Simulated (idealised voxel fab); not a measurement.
The process module that follows is named voxel capacitor over wiring.
Displayed cross-section: cut, width of 215 nm, square cells sized 5 nm.
Cross-section format: a grid of square cells, given as bands from top to bottom; each band is one or more rows of cells.
Each band's line starts with the height of the band's top and of its bottom, in nm. Then come its materials from left to right, each with its width in nm. One material with "throughout" fills the band from edge to edge. "air" is empty space.
Heads up on the height convention: 0 is the point under which the incoming wafer is all one material, and the lowest band has no bottom, it just keeps going down, like "0..down".
Note: "30->40" means the width goes from the first number (top row of the band) to the second number (bottom row) in equal steps per row of cells.
It should be understood that the words "no modifications", when stated for a given step, signify that the cross-section underwent no change in any of its cells during that step.
The entry "Sealed internal voids" lists the empty spaces that cover at least 8 cells and have no open path to the top. Each is written as width x height at distance, where the distance is measured from the left edge and all three values are in nm.
Text after the settings on a step's line: the simulator's own remark on that step.
overlay nm: right-of-plan distance of the mask on a masked step; negative values mean left-of-plan.

### Planned step list for the process
step 1: RECEIVE, material Si
step 2: CONFORMAL_DEP, material SiO2, thk nm 15
step 3: CONFORMAL_DEP, material SiCN, thk nm 5
step 4: DIRECTIONAL_DEP, material SiO2, thk nm 20
step 5: DIRECTIONAL_DEP, material aC, thk nm 15
step 6: PATTERN, tone open, mask id METAL_1, material resist, width nm 20, pitch nm 75, thk nm 30, overlay nm 0
step 7: DIRECTIONAL_ETCH, etch materials aC, depth nm 15
step 8: STRIP, etch materials resist
step 9: DIRECTIONAL_ETCH, etch materials SiO2, depth nm 20
step 10: DIRECTIONAL_ETCH, etch materials SiCN, depth nm 5
step 11: STRIP, etch materials aC
step 12: CONFORMAL_DEP, material TiN, thk nm 5
step 13: FILL_DEP, material W, thk nm 10
step 14: CMP, height nm 40
step 15: EPI, material Ru, thk nm 5
step 16: FILL_DEP, material SiCN, thk nm 5
step 17: DIRECTIONAL_DEP, material SiO2, thk nm 10
step 18: MASKED_ETCH, tone open, mask id PLUG_1, width nm 15, etch materials SiO2, depth nm 10, overlay nm 0
step 19: MASKED_ETCH, tone open, mask id PLUG_1, width nm 15, etch materials SiCN, depth nm 5, overlay nm 0
step 20: EPI, material Ru, thk nm 10
step 21: EPI, material Ru, thk nm 5
step 22: DIRECTIONAL_DEP, material TiN, thk nm 10
step 23: DIRECTIONAL_DEP, material Al2O3, thk nm 5
step 24: DIRECTIONAL_DEP, material TiN, thk nm 5
step 25: MASKED_ETCH, tone cover, mask id UPPER_PLATE, width nm 60, etch materials TiN, depth nm 5, overlay nm 0
step 26: MASKED_ETCH, tone cover, mask id UPPER_PLATE, width nm 60, etch materials Al2O3, depth nm 5, overlay nm 0
step 27: PATTERN, tone cover, mask id LOWER_PLATE, material resist, width nm 70, thk nm 20, overlay nm 0
step 28: DIRECTIONAL_ETCH, etch materials TiN, depth nm 10
step 29: STRIP, etch materials resist
step 30: FILL_DEP, material SiO2, thk nm 20
step 31: CMP, height nm 95
step 32: MASKED_ETCH, tone open, mask id PLUG_2, width nm 15, etch materials SiO2, depth nm 15, overlay nm 0
step 33: CONFORMAL_DEP, material TiN, thk nm 5
step 34: FILL_DEP, material Ru, thk nm 5
step 35: CMP, height nm 95
step 36: CONFORMAL_DEP, material SiCN, thk nm 5

### Cross-section: wafer on arrival = after step 1
    0..down: Si throughout
    Sealed internal voids: none

### The following cross-section depicts the wafer upon conclusion of the module. Processing commenced from the starting condition illustrated above and adhered to the plan illustrated above, save for one mistake in execution
    100..95: W throughout
    95..85: SiO2 75, TiN 5, Ru 5, TiN 5, SiO2 125
    85..75: SiO2 75->65, TiN 15->60, SiO2 125->90
    75..70: SiO2 65, Al2O3 60, SiO2 90
    70..60: SiO2 60, TiN 70, SiO2 85
    60..50: SiO2 65, Ru 15, SiO2 135
    50..45: SiCN 65, Ru 15, SiCN 135
    45..40: SiCN 55, Ru 30, SiCN 45, Ru 30, SiCN 55
    40..20: SiO2 60, TiN 5, W 10, TiN 5, SiO2 55, TiN 5, W 10, TiN 5, SiO2 60
    20..15: SiCN 60, TiN 20, SiCN 55, TiN 20, SiCN 60
    15..0: SiO2 throughout
    0..down: Si throughout
    Sealed internal voids: none
Want to know what went wrong? heads up, step 36 didn't go per plan, it actually ran as CONFORMAL_DEP, material W, thk nm 5
